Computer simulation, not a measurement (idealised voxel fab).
A process module follows: voxel gate over fins.
FYI the section here is cut, 215 nm wide, cells are 5 nm squares.
Think of the cross-section as a grid of square cells. We describe it in bands, top to bottom, and each band covers one or more rows of those cells. First you get the band's top height and its bottom height, in nm, and then the materials it's made of, left to right, with each width in nm. If you see a single material with "all across", that one covers the band edge to edge. "empty" is empty space. A quick word on heights: they are counted from 0, and under that level the wafer as it came to us is one material throughout. The lowest band is different from the rest in having no bottom; it simply continues downward, written as in "0 down". When a width is written as two numbers, as in "30->40", the first number is the width in the top row of cells of the band and the second is the width in its bottom row, and the width changes by the same amount from each row to the next. Key: "all unchanged" - step with no changed cell in the cross-section. "Closed void listing" lists enclosed empty spaces (at least 8 cells, no open path upward to the top), each as width x height at distance from the left edge, in nm. On a step's line, text after the settings is the simulator commenting on that step. overlay nm: step with mask; distance mask lay right of planned place; negative value = left of planned place.

Planned process steps:
step 1: RECEIVE, material Si
step 2: CONFORMAL_DEP, material SiN, thk nm 10
step 3: MASKED_ETCH, tone cover, mask id FINS, width nm 15, pitch nm 40, etch materials SiN, depth nm 10, overlay nm 0
step 4: MASKED_ETCH, tone cover, mask id FINS, width nm 15, pitch nm 40, etch materials Si, depth nm 35, overlay nm 0
step 5: OXIDIZE, depth nm 5
step 6: FILL_DEP, material SiO2, thk nm 5
step 7: CMP, height nm 10
step 8: SELECTIVE_ETCH, etch materials SiO2, depth nm 20
step 9: STRIP, etch materials SiN
step 10: CONFORMAL_DEP, material HfO2, thk nm 5
step 11: CONFORMAL_DEP, material TiN, thk nm 5
step 12: CONFORMAL_DEP, material TiAl, thk nm 5
step 13: CONFORMAL_DEP, material TiN, thk nm 5
step 14: FILL_DEP, material W, thk nm 10
step 15: CMP, height nm 25
step 16: CONFORMAL_DEP, material SiCN, thk nm 10

Here's what the wafer looked like in cross-section when it arrived - that's after step 1:
> 0 down  Si all across
> Closed void listing: none

Cross-section, end of module. Start: as above. Plan: as above. Execution: one mistake:
> 35 to 25  SiCN all across
> 25 to 20  W all across
> 20 to 15  W 70 / TiN 85 / W 60
> 15 to 10  W 65 / TiN 10 / TiAl 35 / TiN 5 / TiAl 35 / TiN 5 / W 60
> 10 to 5  TiN 70 / TiAl 10 / TiN 25 / TiAl 15 / TiN 25 / TiAl 5 / TiN 65
> 5 to 0  TiAl 75 / TiN 10 / HfO2 15 / TiN 5 / TiAl 10 / TiN 10 / HfO2 15 / TiN 5 / TiAl 70
> 0 to -5  TiN 80 / HfO2 10 / Si 5 / HfO2 5 / TiN 20 / HfO2 10 / Si 5 / HfO2 5 / TiN 75
> -5 to -10  HfO2 85 / Si 10 / HfO2 30 / Si 10 / HfO2 80
> -10 to -40  SiO2 85 / Si 10 / SiO2 30 / Si 10 / SiO2 80
> -40 down  Si all across
> Closed void listing: none
It is concluded that the wafer was processed incorrectly with respect to the plan, in that the process deviated at step 3: the operation and settings actually run there were MASKED_ETCH, tone cover, mask id FINS, width nm 15, pitch nm 40, etch materials SiN, depth nm 10, overlay nm 5
